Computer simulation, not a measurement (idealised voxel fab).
Process module in this document: voxel fin reveal
Xsec cut, 285 nm wide, square cell size 5 nm.
Cross-section layout: square cells on a grid; listed as bands, top to bottom; a band spans one or more cell rows.
Each band's line starts with the height of the band's top and of its bottom, in nm. Then come its materials from left to right, each with its width in nm. One material with "all across" fills the band from edge to edge. "air" is empty space.
For the purposes of this specification, 0 denotes the height below which the wafer in its as-received condition is composed wholly of one material, and the lowermost band, lacking a lower limit, extends downward without end, as expressed in "0 down".
A two-number width, for instance "30 to 40", indicates that the width is equal to the first number in the top row of the band and to the second number in the bottom row, and that it changes by a constant amount per row of cells.
"everything unchanged" after a step means that no cell of the cross-section changed.
The list in "Closed empty spaces" covers empty spaces of 8 cells or more that cannot reach the top through any open way, and it gives each as width x height at distance; the distance is from the left edge, and width, height and distance are in nm.
It should be noted that, on the line of a given step, the content following the step's settings is a remark produced by the simulator itself with respect to that step.
overlay nm: how far to the right of its planned place the mask lay on this masked step (negative: to the left).

-- The steps planned for the process are as follows
1) RECEIVE with material Si
2) CONFORMAL_DEP with material SiN, thk nm 10
3) DIRECTIONAL_DEP with material aC, thk nm 15
4) PATTERN with tone cover, mask id FINS, material resist, width nm 15, pitch nm 45, thk nm 35, overlay nm 0
5) DIRECTIONAL_ETCH with etch materials aC, depth nm 15
6) STRIP with etch materials resist
7) DIRECTIONAL_ETCH with etch materials SiN, depth nm 10
8) DIRECTIONAL_ETCH with etch materials Si, depth nm 35
9) STRIP with etch materials aC
10) FILL_DEP with material SiO2, thk nm 10
11) CMP with height nm 10
12) SELECTIVE_ETCH with etch materials SiO2, depth nm 35
13) STRIP with etch materials SiN
14) CONFORMAL_DEP with material HfO2, thk nm 5

-- The first of a set of two wafers, run to plan

-- This is the cross-section of the wafer as we received it, i.e. after step 1
    0 down = Si all across
    Closed empty spaces: none

-- The wafer, seen in cross-section, after step 2
    10 to 0 = SiN all across
    below 0: unchanged

-- The wafer, seen in cross-section, after step 3
    25 to 10 = aC all across
    below 10: unchanged

-- The wafer, seen in cross-section, after step 4
    60 to 25 = air: 90; resist: 15; air: 30; resist: 15; air: 30; resist: 15; air: 90
    below 25: unchanged

-- The wafer, seen in cross-section, after step 5
    45 to 25 = air: 90; resist: 15; air: 30; resist: 15; air: 30; resist: 15; air: 90
    25 to 10 = air: 90; aC: 15; air: 30; aC: 15; air: 30; aC: 15; air: 90
    below 10: unchanged

-- The wafer, seen in cross-section, after step 6
    25 to 10 = air: 90; aC: 15; air: 30; aC: 15; air: 30; aC: 15; air: 90
    below 10: unchanged

-- The wafer, seen in cross-section, after step 7
    25 to 10 = air: 90; aC: 15; air: 30; aC: 15; air: 30; aC: 15; air: 90
    10 to 0 = air: 90; SiN: 15; air: 30; SiN: 15; air: 30; SiN: 15; air: 90
    below 0: unchanged

-- The wafer, seen in cross-section, after step 8
    25 to 10 = air: 90; aC: 15; air: 30; aC: 15; air: 30; aC: 15; air: 90
    10 to 0 = air: 90; SiN: 15; air: 30; SiN: 15; air: 30; SiN: 15; air: 90
    0 to -35 = air: 90; Si: 15; air: 30; Si: 15; air: 30; Si: 15; air: 90
    below -35: unchanged

-- The wafer, seen in cross-section, after step 9
    10 to 0 = air: 90; SiN: 15; air: 30; SiN: 15; air: 30; SiN: 15; air: 90
    below 0: unchanged

-- The wafer, seen in cross-section, after step 10
    20 to 10 = SiO2 all across
    10 to 0 = SiO2: 90; SiN: 15; SiO2: 30; SiN: 15; SiO2: 30; SiN: 15; SiO2: 90
    0 to -35 = SiO2: 90; Si: 15; SiO2: 30; Si: 15; SiO2: 30; Si: 15; SiO2: 90
    below -35: unchanged

-- The wafer, seen in cross-section, after step 11
    10 to 0 = SiO2: 90; SiN: 15; SiO2: 30; SiN: 15; SiO2: 30; SiN: 15; SiO2: 90
    below 0: unchanged

-- The wafer, seen in cross-section, after step 12
    10 to 0 = air: 90; SiN: 15; air: 30; SiN: 15; air: 30; SiN: 15; air: 90
    0 to -25 = air: 90; Si: 15; air: 30; Si: 15; air: 30; Si: 15; air: 90
    below -25: unchanged

-- The wafer, seen in cross-section, after step 13
    0 to -25 = air: 90; Si: 15; air: 30; Si: 15; air: 30; Si: 15; air: 90
    below -25: unchanged

-- The wafer, seen in cross-section, after step 14
    5 to 0 = air: 85; HfO2: 25; air: 20; HfO2: 25; air: 20; HfO2: 25; air: 85
    0 to -20 = air: 85; HfO2: 5; Si: 15; HfO2: 5; air: 20; HfO2: 5; Si: 15; HfO2: 5; air: 20; HfO2: 5; Si: 15; HfO2: 5; air: 85
    -20 to -25 = HfO2: 90; Si: 15; HfO2: 30; Si: 15; HfO2: 30; Si: 15; HfO2: 90
    below -25: unchanged

-- Second of two: same start, same plan, one run error; steps up to and including 3 match the first

-- Cross-section: second wafer, time at which step 4 was scheduled to end
    60 to 25 = resist: 90; air: 15; resist: 30; air: 15; resist: 30; air: 15; resist: 90
    below 25: unchanged

-- Cross-section: second wafer, time at which step 5 was scheduled to end
    45 to 25 = resist: 90; air: 15; resist: 30; air: 15; resist: 30; air: 15; resist: 90
    25 to 10 = aC: 90; air: 15; aC: 30; air: 15; aC: 30; air: 15; aC: 90
    below 10: unchanged

-- Cross-section: second wafer, time at which step 6 was scheduled to end
    25 to 10 = aC: 90; air: 15; aC: 30; air: 15; aC: 30; air: 15; aC: 90
    below 10: unchanged

-- Cross-section: second wafer, time at which step 7 was scheduled to end
    25 to 10 = aC: 90; air: 15; aC: 30; air: 15; aC: 30; air: 15; aC: 90
    10 to 0 = SiN: 90; air: 15; SiN: 30; air: 15; SiN: 30; air: 15; SiN: 90
    below 0: unchanged

-- Cross-section: second wafer, time at which step 8 was scheduled to end
    25 to 10 = aC: 90; air: 15; aC: 30; air: 15; aC: 30; air: 15; aC: 90
    10 to 0 = SiN: 90; air: 15; SiN: 30; air: 15; SiN: 30; air: 15; SiN: 90
    0 to -35 = Si: 90; air: 15; Si: 30; air: 15; Si: 30; air: 15; Si: 90
    below -35: unchanged

-- Cross-section: second wafer, time at which step 9 was scheduled to end
    10 to 0 = SiN: 90; air: 15; SiN: 30; air: 15; SiN: 30; air: 15; SiN: 90
    below 0: unchanged

-- Cross-section: second wafer, time at which step 10 was scheduled to end
    20 to 10 = SiO2 all across
    10 to 0 = SiN: 90; SiO2: 15; SiN: 30; SiO2: 15; SiN: 30; SiO2: 15; SiN: 90
    0 to -35 = Si: 90; SiO2: 15; Si: 30; SiO2: 15; Si: 30; SiO2: 15; Si: 90
    below -35: unchanged

-- Cross-section: second wafer, time at which step 11 was scheduled to end
    10 to 0 = SiN: 90; SiO2: 15; SiN: 30; SiO2: 15; SiN: 30; SiO2: 15; SiN: 90
    below 0: unchanged

-- Cross-section: second wafer, time at which step 12 was scheduled to end
    10 to 0 = SiN: 90; air: 15; SiN: 30; air: 15; SiN: 30; air: 15; SiN: 90
    0 to -25 = Si: 90; air: 15; Si: 30; air: 15; Si: 30; air: 15; Si: 90
    below -25: unchanged

-- Cross-section: second wafer, time at which step 13 was scheduled to end
    0 to -25 = Si: 90; air: 15; Si: 30; air: 15; Si: 30; air: 15; Si: 90
    below -25: unchanged

-- Cross-section: second wafer, time at which step 14 was scheduled to end
    5 to 0 = HfO2: 95; air: 5; HfO2: 40; air: 5; HfO2: 40; air: 5; HfO2: 95
    0 to -20 = Si: 90; HfO2: 5; air: 5; HfO2: 5; Si: 30; HfO2: 5; air: 5; HfO2: 5; Si: 30; HfO2: 5; air: 5; HfO2: 5; Si: 90
    -20 to -25 = Si: 90; HfO2: 15; Si: 30; HfO2: 15; Si: 30; HfO2: 15; Si: 90
    below -25: unchanged
What was the processing mistake? step 4 did not happen as planned, as run it was PATTERN with tone open, mask id FINS, material resist, width nm 15, pitch nm 45, thk nm 35, overlay nm 0
End check, counted in cells, second wafer has more or fewer of these materials than the first: 273 more of Si, 78 fewer of SiO2
